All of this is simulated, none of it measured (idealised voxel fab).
Proc. module: voxel fin reveal
Square cell edge 5 nm, section width 260 nm, ID cut.
Cross-section format: a grid of square cells, given as bands from top to bottom; each band is one or more rows of cells.
This entry defines a band. It first specifies the height of the band's top and the height of its bottom in nm, and then specifies the band's materials from left to right, stating each material with its width in nm. The word "full width" identifies a single material that fills the band from edge to edge, while the word "air" identifies empty space.
Heights are measured from 0, the level below which the as-received wafer is all one material; the lowest band has no bottom and continues downward, written as in "0..down".
A width such as "30 to 40" changes by the same amount from each row of cells to the next, from the band's top row to its bottom row.
No cell of the cross-section changed in a step that is given as "same as before".
If an empty space has no open way to the top and is at least 8 cells in size, "Sealed void listing" lists it, written width x height at distance, where distance is measured from the left edge and every value is in nm.
after a step's settings: what the simulator itself notes on the step
If you see "overlay nm" on a step's line and that step has a mask, it's telling you how far right of where it was planned the mask ended up; a negative number means it went left instead.

**Intended process steps**
1,RECEIVE,material Si
2,CONFORMAL_DEP,material SiN,thk nm 5
3,PATTERN,tone cover,mask id FINS,material resist,width nm 15,pitch nm 40,thk nm 20,overlay nm 0
4,DIRECTIONAL_ETCH,etch materials SiN,depth nm 5
5,DIRECTIONAL_ETCH,etch materials Si,depth nm 30
6,STRIP,etch materials resist
7,OXIDIZE,depth nm 5
8,FILL_DEP,material SiO2,thk nm 15
9,CMP,height nm 5
10,SELECTIVE_ETCH,etch materials SiO2,depth nm 15
11,STRIP,etch materials SiN
12,CONFORMAL_DEP,material HfO2,thk nm 5

**So, the first of our two wafers, run just as we planned it**

**Cross-sectional view of the wafer in its as-received condition, corresponding to the state after step 1**
0..down = Si full width
Sealed void listing: none

**Cross-section through the wafer, step 2 finished**
5..0 = SiN full width
Whatever lies below 0 is exactly as it was before.

**Cross-section through the wafer, step 3 finished**
25..5 = 80 of air, then 15 of resist, then 25 of air, then 15 of resist, then 25 of air, then 15 of resist, then 85 of air
Whatever lies below 5 is exactly as it was before.

**Cross-section through the wafer, step 4 finished**
25..5 = 80 of air, then 15 of resist, then 25 of air, then 15 of resist, then 25 of air, then 15 of resist, then 85 of air
5..0 = 80 of air, then 15 of SiN, then 25 of air, then 15 of SiN, then 25 of air, then 15 of SiN, then 85 of air
Whatever lies below 0 is exactly as it was before.

**Cross-section through the wafer, step 5 finished**
25..5 = 80 of air, then 15 of resist, then 25 of air, then 15 of resist, then 25 of air, then 15 of resist, then 85 of air
5..0 = 80 of air, then 15 of SiN, then 25 of air, then 15 of SiN, then 25 of air, then 15 of SiN, then 85 of air
0..-30 = 80 of air, then 15 of Si, then 25 of air, then 15 of Si, then 25 of air, then 15 of Si, then 85 of air
Whatever lies below -30 is exactly as it was before.

**Cross-section through the wafer, step 6 finished**
5..0 = 80 of air, then 15 of SiN, then 25 of air, then 15 of SiN, then 25 of air, then 15 of SiN, then 85 of air
Whatever lies below 0 is exactly as it was before.

**Cross-section through the wafer, step 7 finished**
5..0 = 80 of air, then 15 of SiN, then 25 of air, then 15 of SiN, then 25 of air, then 15 of SiN, then 85 of air
0..-30 = 80 of air, then 5 of SiO2, then 5 of Si, then 5 of SiO2, then 25 of air, then 5 of SiO2, then 5 of Si, then 5 of SiO2, then 25 of air, then 5 of SiO2, then 5 of Si, then 5 of SiO2, then 85 of air
-30..-35 = 85 of SiO2, then 5 of Si, then 35 of SiO2, then 5 of Si, then 35 of SiO2, then 5 of Si, then 90 of SiO2
Whatever lies below -35 is exactly as it was before.

**Cross-section through the wafer, step 8 finished**
20..5 = SiO2 full width
5..0 = 80 of SiO2, then 15 of SiN, then 25 of SiO2, then 15 of SiN, then 25 of SiO2, then 15 of SiN, then 85 of SiO2
0..-35 = 85 of SiO2, then 5 of Si, then 35 of SiO2, then 5 of Si, then 35 of SiO2, then 5 of Si, then 90 of SiO2
Whatever lies below -35 is exactly as it was before.

**Cross-section through the wafer, step 9 finished**
5..0 = 80 of SiO2, then 15 of SiN, then 25 of SiO2, then 15 of SiN, then 25 of SiO2, then 15 of SiN, then 85 of SiO2
Whatever lies below 0 is exactly as it was before.

**Cross-section through the wafer, step 10 finished**
5..0 = 80 of air, then 15 of SiN, then 25 of air, then 15 of SiN, then 25 of air, then 15 of SiN, then 85 of air
0..-10 = 85 of air, then 5 of Si, then 35 of air, then 5 of Si, then 35 of air, then 5 of Si, then 90 of air
Whatever lies below -10 is exactly as it was before.

**Cross-section through the wafer, step 11 finished**
0..-10 = 85 of air, then 5 of Si, then 35 of air, then 5 of Si, then 35 of air, then 5 of Si, then 90 of air
Whatever lies below -10 is exactly as it was before.

**Cross-section through the wafer, step 12 finished**
5..0 = 80 of air, then 15 of HfO2, then 25 of air, then 15 of HfO2, then 25 of air, then 15 of HfO2, then 85 of air
0..-5 = 80 of air, then 5 of HfO2, then 5 of Si, then 5 of HfO2, then 25 of air, then 5 of HfO2, then 5 of Si, then 5 of HfO2, then 25 of air, then 5 of HfO2, then 5 of Si, then 5 of HfO2, then 85 of air
-5..-10 = 85 of HfO2, then 5 of Si, then 35 of HfO2, then 5 of Si, then 35 of HfO2, then 5 of Si, then 90 of HfO2
Whatever lies below -10 is exactly as it was before.

**Second wafer: same start and same plan as the first, one execution error; identical to the first through step 2**

**Planned end of step 3: second wafer, cross-section**
25..5 = 80 of resist, then 15 of air, then 25 of resist, then 15 of air, then 25 of resist, then 15 of air, then 85 of resist
Whatever lies below 5 is exactly as it was before.

**Planned end of step 4: second wafer, cross-section**
25..5 = 80 of resist, then 15 of air, then 25 of resist, then 15 of air, then 25 of resist, then 15 of air, then 85 of resist
5..0 = 80 of SiN, then 15 of air, then 25 of SiN, then 15 of air, then 25 of SiN, then 15 of air, then 85 of SiN
Whatever lies below 0 is exactly as it was before.

**Planned end of step 5: second wafer, cross-section**
25..5 = 80 of resist, then 15 of air, then 25 of resist, then 15 of air, then 25 of resist, then 15 of air, then 85 of resist
5..0 = 80 of SiN, then 15 of air, then 25 of SiN, then 15 of air, then 25 of SiN, then 15 of air, then 85 of SiN
0..-30 = 80 of Si, then 15 of air, then 25 of Si, then 15 of air, then 25 of Si, then 15 of air, then 85 of Si
Whatever lies below -30 is exactly as it was before.

**Planned end of step 6: second wafer, cross-section**
5..0 = 80 of SiN, then 15 of air, then 25 of SiN, then 15 of air, then 25 of SiN, then 15 of air, then 85 of SiN
Whatever lies below 0 is exactly as it was before.

**Planned end of step 7: second wafer, cross-section**
5..0 = 80 of SiN, then 15 of air, then 25 of SiN, then 15 of air, then 25 of SiN, then 15 of air, then 85 of SiN
0..-30 = 75 of Si, then 5 of SiO2, then 15 of air, then 5 of SiO2, then 15 of Si, then 5 of SiO2, then 15 of air, then 5 of SiO2, then 15 of Si, then 5 of SiO2, then 15 of air, then 5 of SiO2, then 80 of Si
-30..-35 = 75 of Si, then 25 of SiO2, then 15 of Si, then 25 of SiO2, then 15 of Si, then 25 of SiO2, then 80 of Si
Whatever lies below -35 is exactly as it was before.

**Planned end of step 8: second wafer, cross-section**
20..5 = SiO2 full width
5..0 = 80 of SiN, then 15 of SiO2, then 25 of SiN, then 15 of SiO2, then 25 of SiN, then 15 of SiO2, then 85 of SiN
0..-35 = 75 of Si, then 25 of SiO2, then 15 of Si, then 25 of SiO2, then 15 of Si, then 25 of SiO2, then 80 of Si
Whatever lies below -35 is exactly as it was before.

**Planned end of step 9: second wafer, cross-section**
5..0 = 80 of SiN, then 15 of SiO2, then 25 of SiN, then 15 of SiO2, then 25 of SiN, then 15 of SiO2, then 85 of SiN
Whatever lies below 0 is exactly as it was before.

**Planned end of step 10: second wafer, cross-section**
5..0 = 80 of SiN, then 15 of air, then 25 of SiN, then 15 of air, then 25 of SiN, then 15 of air, then 85 of SiN
0..-10 = 75 of Si, then 25 of air, then 15 of Si, then 25 of air, then 15 of Si, then 25 of air, then 80 of Si
Whatever lies below -10 is exactly as it was before.

**Planned end of step 11: second wafer, cross-section**
0..-10 = 75 of Si, then 25 of air, then 15 of Si, then 25 of air, then 15 of Si, then 25 of air, then 80 of Si
Whatever lies below -10 is exactly as it was before.

**Planned end of step 12: second wafer, cross-section**
5..0 = 80 of HfO2, then 15 of air, then 25 of HfO2, then 15 of air, then 25 of HfO2, then 15 of air, then 85 of HfO2
0..-5 = 75 of Si, then 5 of HfO2, then 15 of air, then 5 of HfO2, then 15 of Si, then 5 of HfO2, then 15 of air, then 5 of HfO2, then 15 of Si, then 5 of HfO2, then 15 of air, then 5 of HfO2, then 80 of Si
-5..-10 = 75 of Si, then 25 of HfO2, then 15 of Si, then 25 of HfO2, then 15 of Si, then 25 of HfO2, then 80 of Si
Whatever lies below -10 is exactly as it was before.
what went wrong: it should be noted that step 3 was executed with settings other than those planned, the operation and settings actually applied being PATTERN,tone open,mask id FINS,material resist,width nm 15,pitch nm 40,thk nm 20,overlay nm 0
at the end the second wafer has, in cells: Si: 238 more; SiO2: 170 fewer
